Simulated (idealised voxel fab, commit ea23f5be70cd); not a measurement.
Process module under the name voxel self aligned contacts
Each square cell in cross-section cut measures 5 nm, and the section as a whole is 250 nm wide.
Think of the cross-section as a grid of square cells. We describe it in bands, top to bottom, and each band covers one or more rows of those cells.
First you get the band's top height and its bottom height, in nm, and then the materials it's made of, left to right, with each width in nm. If you see a single material with "all across", that one covers the band edge to edge. "empty" is empty space.
Height 0 is the level under which the wafer as received is all one material. The lowest band goes on downwards, as in "from 0 down".
A two-number width, for instance "30->40", indicates that the width is equal to the first number in the top row of the band and to the second number in the bottom row, and that it changes by a constant amount per row of cells.
"stayed the same", as given for a step, is the statement that not any cell of the cross-section underwent a change during that step.
Heads up: "Voids, fully enclosed" only lists the empty pockets with no open path to the top that are 8 cells or more, and it writes them as width x height at distance, distance from the left edge, in nm.
Heads up: the bit after the settings on a step's line is the simulator's remark on that step.
The line of a step may include "overlay nm". On a step with a mask, this value is how far to the right of its planned place the mask lay. A negative value means the mask lay to the left.
# Set out below are the planned steps of the process
| 1 | RECEIVE [material Si] |
| 2 | OXIDIZE [depth nm 5] |
| 3 | DIRECTIONAL_DEP [material polySi] [thk nm 25] |
| 4 | DIRECTIONAL_DEP [material SiN] [thk nm 25] |
| 5 | DIRECTIONAL_DEP [material aC] [thk nm 15] |
| 6 | PATTERN [tone cover] [mask id GATE] [material resist] [width nm 15] [pitch nm 65] [thk nm 30] [overlay nm 0] |
| 7 | DIRECTIONAL_ETCH [etch materials aC] [depth nm 15] |
| 8 | STRIP [etch materials resist] |
| 9 | DIRECTIONAL_ETCH [etch materials SiN] [depth nm 25] |
| 10 | DIRECTIONAL_ETCH [etch materials polySi] [depth nm 25] |
| 11 | STRIP [etch materials aC] |
| 12 | CONFORMAL_DEP [material SiN] [thk nm 10] |
| 13 | DIRECTIONAL_ETCH [etch materials SiN] [depth nm 10] |
| 14 | FILL_DEP [material SiO2] [thk nm 15] |
| 15 | CMP [height nm 60] |
| 16 | PATTERN [tone open] [mask id CONTACT] [material resist] [width nm 50] [pitch nm 65] [thk nm 20] [overlay nm 0] |
| 17 | DIRECTIONAL_ETCH [etch materials SiO2] [depth nm 65] |
| 18 | STRIP [etch materials resist] |
| 19 | CONFORMAL_DEP [material TiN] [thk nm 5] |
| 20 | FILL_DEP [material W] [thk nm 5] |
| 21 | CMP [height nm 60] |
| 22 | CONFORMAL_DEP [material SiN] [thk nm 5] |
The wafers are alike at the start. At step 6, their width nm differs. The plan lists the first wafer's value.
# Here's the first of the wafers in cross-section, just as we got it, i.e. after step 1
	from 0 down = Si all across
	Voids, fully enclosed: none
# Every row in this table is a wafer at the end of the module, and it gives, for each of the materials, the cells that wafer has gained (+) or lost (-) since it was received, then its closed voids
width nm 15; -50 Si; +215 SiN; +268 SiO2; +68 TiN; +104 W; +45 polySi; Voids, fully enclosed: none
width nm 20; -50 Si; +230 SiN; +260 SiO2; +68 TiN; +82 W; +60 polySi; Voids, fully enclosed: none
width nm 25; -50 Si; +245 SiN; +252 SiO2; +68 TiN; +60 W; +75 polySi; Voids, fully enclosed: none
width nm 30; -50 Si; +260 SiN; +244 SiO2; +68 TiN; +38 W; +90 polySi; Voids, fully enclosed: none
width nm 35; -50 Si; +275 SiN; +236 SiO2; +68 TiN; +16 W; +105 polySi; Voids, fully enclosed: none
width nm 40; -50 Si; +290 SiN; +228 SiO2; +46 TiN; +16 W; +120 polySi; Voids, fully enclosed: none
